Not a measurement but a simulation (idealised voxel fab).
Herein follows the process module entitled voxel trench capacitor.
Section cut is 295 nm wide and gridded with 5 nm square cells.
Square cells in a grid make up a cross-section in this document, and the grid is given as bands, listed from the top down, each one or more rows of cells.
Band: top and bottom heights (nm) first, top before bottom; then materials from left to right, widths in nm. "throughout" marks a sole material filling the band edge to edge. "empty" denotes empty space.
It should be noted that heights are counted from 0, beneath which the wafer as supplied is of one material throughout, and that the lowest band possesses no lower boundary but continues downward, as written in "0..down".
Width spec "30->40" -> top row of cells at first value, bottom row at second value, equal per-row change in between.
Basically "no change occurred" means that step didn't change any cell in the cross-section.
Basically, "Cavities, closed" tells you about the enclosed voids: empty spaces with no open way to the top, 8 cells or bigger, each written width x height at distance, where distance is from the left edge, all in nm.
On each step's line, the part that comes after the settings is the simulator's own comment on the step.
On any step carrying a mask, the "overlay nm" setting, if present on the step's line, tells how far right of its planned place the mask lay; negative values point to the left.

[The planned process steps are enumerated hereunder]
1: RECEIVE [material Si]
2: CONFORMAL_DEP [material SiN] [thk nm 10]
3: PATTERN [tone open] [mask id TRENCH] [material resist] [width nm 15] [pitch nm 35] [thk nm 20] [overlay nm 0]
4: DIRECTIONAL_ETCH [etch materials SiN] [depth nm 10]
5: DIRECTIONAL_ETCH [etch materials Si] [depth nm 25]
6: STRIP [etch materials resist]
7: CONFORMAL_DEP [material Al2O3] [thk nm 5]
8: FILL_DEP [material polySi] [thk nm 5]
9: CMP [height nm 10]

[Cross-section of the wafer at receipt, which is the condition after step 1]
- 0..down = Si throughout
- Cavities, closed: none

[first wafer at the end, as planned]
- 10..0 = 105 of SiN  5 of Al2O3  5 of polySi  5 of Al2O3  20 of SiN  5 of Al2O3  5 of polySi  5 of Al2O3  20 of SiN  5 of Al2O3  5 of polySi  5 of Al2O3  105 of SiN
- 0..-20 = 105 of Si  5 of Al2O3  5 of polySi  5 of Al2O3  20 of Si  5 of Al2O3  5 of polySi  5 of Al2O3  20 of Si  5 of Al2O3  5 of polySi  5 of Al2O3  105 of Si
- -20..-25 = 105 of Si  15 of Al2O3  20 of Si  15 of Al2O3  20 of Si  15 of Al2O3  105 of Si
- -25..down = Si throughout
- Cavities, closed: none

[Now the second wafer, cross-sectioned at the end of the module. Nothing different at the start, nothing different in the plan compared with the first, just one mistake when it was actually run]
- 10..0 = 100 of polySi  5 of Al2O3  15 of SiN  5 of Al2O3  10 of polySi  5 of Al2O3  15 of SiN  5 of Al2O3  10 of polySi  5 of Al2O3  15 of SiN  5 of Al2O3  100 of polySi
- 0..-20 = 100 of polySi  5 of Al2O3  15 of Si  5 of Al2O3  10 of polySi  5 of Al2O3  15 of Si  5 of Al2O3  10 of polySi  5 of Al2O3  15 of Si  5 of Al2O3  100 of polySi
- -20..-25 = 105 of Al2O3  15 of Si  20 of Al2O3  15 of Si  20 of Al2O3  15 of Si  105 of Al2O3
- -25..down = Si throughout
- Cavities, closed: none
What was the processing mistake? step 3 deviated from plan and actually ran as PATTERN [tone cover] [mask id TRENCH] [material resist] [width nm 15] [pitch nm 35] [thk nm 20] [overlay nm 0]
Bottom line after processing is that, in cells, the second wafer is up or down on some materials versus the first: Al2O3 +41 | Si -205 | SiN -82 | polySi +246
